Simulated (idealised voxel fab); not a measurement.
voxel self aligned vias: a process module
FYI the section here is cut, 170 nm wide, cells are 5 nm squares.
Cross-section layout: square cells on a grid; listed as bands, top to bottom; a band spans one or more cell rows.
First you get the band's top height and its bottom height, in nm, and then the materials it's made of, left to right, with each width in nm. If you see a single material with "all across", that one covers the band edge to edge. "air" is empty space.
The reference from which all heights are counted is 0, the level beneath which the as-received wafer is entirely one material; the lowest band, having no lower bound, proceeds downward and is written after the example "0 and below".
Read "30..40" as a graded width: first number on top, second number at the bottom, same change between each pair of neighbouring rows.
When a step is marked "left unchanged", none of the cells in the cross-section changed during that step.
The entry titled "Completely sealed voids" provides the empty spaces that have no open way to the top, restricted to those of 8 cells or more. Each is presented as width x height at distance, the distance being measured from the left edge, with all three in nm.
Formally, on a step line, whatever follows the settings is a remark that the simulator itself makes on the step.
Regarding "overlay nm": on a step with a mask, it is the distance the mask lay to the right of its planned place; a negative value places it to the left.

# Listed below are the process steps as planned
- 1: RECEIVE: material Si
- 2: CONFORMAL_DEP: material SiO2, thk nm 15
- 3: CONFORMAL_DEP: material SiCN, thk nm 5
- 4: DIRECTIONAL_DEP: material lowk, thk nm 20
- 5: PATTERN: tone open, mask id LINES, material resist, width nm 20, pitch nm 55, thk nm 20, overlay nm 0
- 6: DIRECTIONAL_ETCH: etch materials lowk, depth nm 20
- 7: STRIP: etch materials resist
- 8: CONFORMAL_DEP: material TiN, thk nm 5
- 9: FILL_DEP: material Ru, thk nm 5
- 10: CMP: height nm 40
- 11: SELECTIVE_ETCH: etch materials W Ru TiN, depth nm 10
- 12: FILL_DEP: material SiN, thk nm 10
- 13: CMP: height nm 40
- 14: DIRECTIONAL_DEP: material lowk, thk nm 20
- 15: MASKED_ETCH: tone open, mask id VIAS, width nm 30, pitch nm 110, etch materials lowk, depth nm 20, overlay nm 0
- 16: MASKED_ETCH: tone open, mask id VIAS, width nm 30, pitch nm 110, etch materials SiN, depth nm 10, overlay nm 0
- 17: CONFORMAL_DEP: material TiN, thk nm 5
- 18: FILL_DEP: material Ru, thk nm 10
- 19: CMP: height nm 60
- 20: CONFORMAL_DEP: material SiN, thk nm 5

# First wafer out of two, processed as planned

# Delivered wafer in cross-section: state after step 1
0 and below | Si all across
Completely sealed voids: none

# The following cross-section depicts the wafer upon completion of step 2
15 down to 0 | SiO2 all across
Note: structure below 0 unchanged.

# The following cross-section depicts the wafer upon completion of step 3
20 down to 15 | SiCN all across
Note: structure below 15 unchanged.

# The following cross-section depicts the wafer upon completion of step 4
40 down to 20 | lowk all across
Note: structure below 20 unchanged.

# The following cross-section depicts the wafer upon completion of step 5
60 down to 40 | 20 nm resist  20 nm air  35 nm resist  20 nm air  35 nm resist  20 nm air  20 nm resist
Note: structure below 40 unchanged.

# The following cross-section depicts the wafer upon completion of step 6
60 down to 40 | 20 nm resist  20 nm air  35 nm resist  20 nm air  35 nm resist  20 nm air  20 nm resist
40 down to 20 | 20 nm lowk  20 nm air  35 nm lowk  20 nm air  35 nm lowk  20 nm air  20 nm lowk
Note: structure below 20 unchanged.

# The following cross-section depicts the wafer upon completion of step 7
40 down to 20 | 20 nm lowk  20 nm air  35 nm lowk  20 nm air  35 nm lowk  20 nm air  20 nm lowk
Note: structure below 20 unchanged.

# The following cross-section depicts the wafer upon completion of step 8
45 down to 40 | 25 nm TiN  10 nm air  45 nm TiN  10 nm air  45 nm TiN  10 nm air  25 nm TiN
40 down to 25 | 20 nm lowk  5 nm TiN  10 nm air  5 nm TiN  35 nm lowk  5 nm TiN  10 nm air  5 nm TiN  35 nm lowk  5 nm TiN  10 nm air  5 nm TiN  20 nm lowk
25 down to 20 | 20 nm lowk  20 nm TiN  35 nm lowk  20 nm TiN  35 nm lowk  20 nm TiN  20 nm lowk
Note: structure below 20 unchanged.

# The following cross-section depicts the wafer upon completion of step 9
50 down to 45 | Ru all across
45 down to 40 | 25 nm TiN  10 nm Ru  45 nm TiN  10 nm Ru  45 nm TiN  10 nm Ru  25 nm TiN
40 down to 25 | 20 nm lowk  5 nm TiN  10 nm Ru  5 nm TiN  35 nm lowk  5 nm TiN  10 nm Ru  5 nm TiN  35 nm lowk  5 nm TiN  10 nm Ru  5 nm TiN  20 nm lowk
Note: structure below 25 unchanged.

# The following cross-section depicts the wafer upon completion of step 10
40 down to 25 | 20 nm lowk  5 nm TiN  10 nm Ru  5 nm TiN  35 nm lowk  5 nm TiN  10 nm Ru  5 nm TiN  35 nm lowk  5 nm TiN  10 nm Ru  5 nm TiN  20 nm lowk
Note: structure below 25 unchanged.

# The following cross-section depicts the wafer upon completion of step 11
40 down to 30 | 20 nm lowk  20 nm air  35 nm lowk  20 nm air  35 nm lowk  20 nm air  20 nm lowk
Note: structure below 30 unchanged.

# The following cross-section depicts the wafer upon completion of step 12
50 down to 40 | SiN all across
40 down to 30 | 20 nm lowk  20 nm SiN  35 nm lowk  20 nm SiN  35 nm lowk  20 nm SiN  20 nm lowk
Note: structure below 30 unchanged.

# The following cross-section depicts the wafer upon completion of step 13
40 down to 30 | 20 nm lowk  20 nm SiN  35 nm lowk  20 nm SiN  35 nm lowk  20 nm SiN  20 nm lowk
Note: structure below 30 unchanged.

# The following cross-section depicts the wafer upon completion of step 14
60 down to 40 | lowk all across
Note: structure below 40 unchanged.

# The following cross-section depicts the wafer upon completion of step 15
60 down to 40 | 15 nm lowk  30 nm air  80 nm lowk  30 nm air  15 nm lowk
Note: structure below 40 unchanged.

# The following cross-section depicts the wafer upon completion of step 16
60 down to 40 | 15 nm lowk  30 nm air  80 nm lowk  30 nm air  15 nm lowk
40 down to 30 | 20 nm lowk  20 nm air  35 nm lowk  20 nm SiN  35 nm lowk  20 nm air  20 nm lowk
Note: structure below 30 unchanged.

# The following cross-section depicts the wafer upon completion of step 17
65 down to 60 | 20 nm TiN  20 nm air  90 nm TiN  20 nm air  20 nm TiN
60 down to 45 | 15 nm lowk  5 nm TiN  20 nm air  5 nm TiN  80 nm lowk  5 nm TiN  20 nm air  5 nm TiN  15 nm lowk
45 down to 40 | 15 nm lowk  10 nm TiN  10 nm air  10 nm TiN  80 nm lowk  10 nm TiN  10 nm air  10 nm TiN  15 nm lowk
40 down to 35 | 20 nm lowk  5 nm TiN  10 nm air  5 nm TiN  35 nm lowk  20 nm SiN  35 nm lowk  5 nm TiN  10 nm air  5 nm TiN  20 nm lowk
35 down to 30 | 20 nm lowk  20 nm TiN  35 nm lowk  20 nm SiN  35 nm lowk  20 nm TiN  20 nm lowk
Note: structure below 30 unchanged.

# The following cross-section depicts the wafer upon completion of step 18
75 down to 65 | Ru all across
65 down to 60 | 20 nm TiN  20 nm Ru  90 nm TiN  20 nm Ru  20 nm TiN
60 down to 45 | 15 nm lowk  5 nm TiN  20 nm Ru  5 nm TiN  80 nm lowk  5 nm TiN  20 nm Ru  5 nm TiN  15 nm lowk
45 down to 40 | 15 nm lowk  10 nm TiN  10 nm Ru  10 nm TiN  80 nm lowk  10 nm TiN  10 nm Ru  10 nm TiN  15 nm lowk
40 down to 35 | 20 nm lowk  5 nm TiN  10 nm Ru  5 nm TiN  35 nm lowk  20 nm SiN  35 nm lowk  5 nm TiN  10 nm Ru  5 nm TiN  20 nm lowk
Note: structure below 35 unchanged.

# The following cross-section depicts the wafer upon completion of step 19
60 down to 45 | 15 nm lowk  5 nm TiN  20 nm Ru  5 nm TiN  80 nm lowk  5 nm TiN  20 nm Ru  5 nm TiN  15 nm lowk
Note: structure below 45 unchanged.

# The following cross-section depicts the wafer upon completion of step 20
65 down to 60 | SiN all across
Note: structure below 60 unchanged.

# Wafer two. Same start, same plan, one slip in execution. Same as wafer one through step 14, inclusive

# Cross-section of the second wafer at the time step 15 of the plan should have ended
60 down to 40 | 20 nm lowk  25 nm air  85 nm lowk  25 nm air  15 nm lowk
Note: structure below 40 unchanged.

# Cross-section of the second wafer at the time step 16 of the plan should have ended
60 down to 40 | 20 nm lowk  25 nm air  85 nm lowk  25 nm air  15 nm lowk
40 down to 30 | 20 nm lowk  20 nm air  35 nm lowk  20 nm SiN  35 nm lowk  20 nm air  20 nm lowk
Note: structure below 30 unchanged.

# Cross-section of the second wafer at the time step 17 of the plan should have ended
65 down to 60 | 25 nm TiN  15 nm air  95 nm TiN  15 nm air  20 nm TiN
60 down to 45 | 20 nm lowk  5 nm TiN  15 nm air  5 nm TiN  85 nm lowk  5 nm TiN  15 nm air  5 nm TiN  15 nm lowk
45 down to 40 | 20 nm lowk  5 nm TiN  10 nm air  10 nm TiN  85 nm lowk  5 nm TiN  10 nm air  10 nm TiN  15 nm lowk
40 down to 35 | 20 nm lowk  5 nm TiN  10 nm air  5 nm TiN  35 nm lowk  20 nm SiN  35 nm lowk  5 nm TiN  10 nm air  5 nm TiN  20 nm lowk
35 down to 30 | 20 nm lowk  20 nm TiN  35 nm lowk  20 nm SiN  35 nm lowk  20 nm TiN  20 nm lowk
Note: structure below 30 unchanged.

# Cross-section of the second wafer at the time step 18 of the plan should have ended
75 down to 65 | Ru all across
65 down to 60 | 25 nm TiN  15 nm Ru  95 nm TiN  15 nm Ru  20 nm TiN
60 down to 45 | 20 nm lowk  5 nm TiN  15 nm Ru  5 nm TiN  85 nm lowk  5 nm TiN  15 nm Ru  5 nm TiN  15 nm lowk
45 down to 40 | 20 nm lowk  5 nm TiN  10 nm Ru  10 nm TiN  85 nm lowk  5 nm TiN  10 nm Ru  10 nm TiN  15 nm lowk
40 down to 35 | 20 nm lowk  5 nm TiN  10 nm Ru  5 nm TiN  35 nm lowk  20 nm SiN  35 nm lowk  5 nm TiN  10 nm Ru  5 nm TiN  20 nm lowk
Note: structure below 35 unchanged.

# Cross-section of the second wafer at the time step 19 of the plan should have ended
60 down to 45 | 20 nm lowk  5 nm TiN  15 nm Ru  5 nm TiN  85 nm lowk  5 nm TiN  15 nm Ru  5 nm TiN  15 nm lowk
Note: structure below 45 unchanged.

# Cross-section of the second wafer at the time step 20 of the plan should have ended
65 down to 60 | SiN all across
Note: structure below 60 unchanged.
In executing the process, a mistake was made relative to the plan: step 15 was not run as planned; what actually ran was MASKED_ETCH: tone open, mask id VIAS, width nm 25, pitch nm 110, etch materials lowk, depth nm 20, overlay nm 0
The closing comparison, in cells, has the second wafer with more or fewer of some materials than the first: 6 fewer of Ru; 2 fewer of TiN; 8 more of lowk
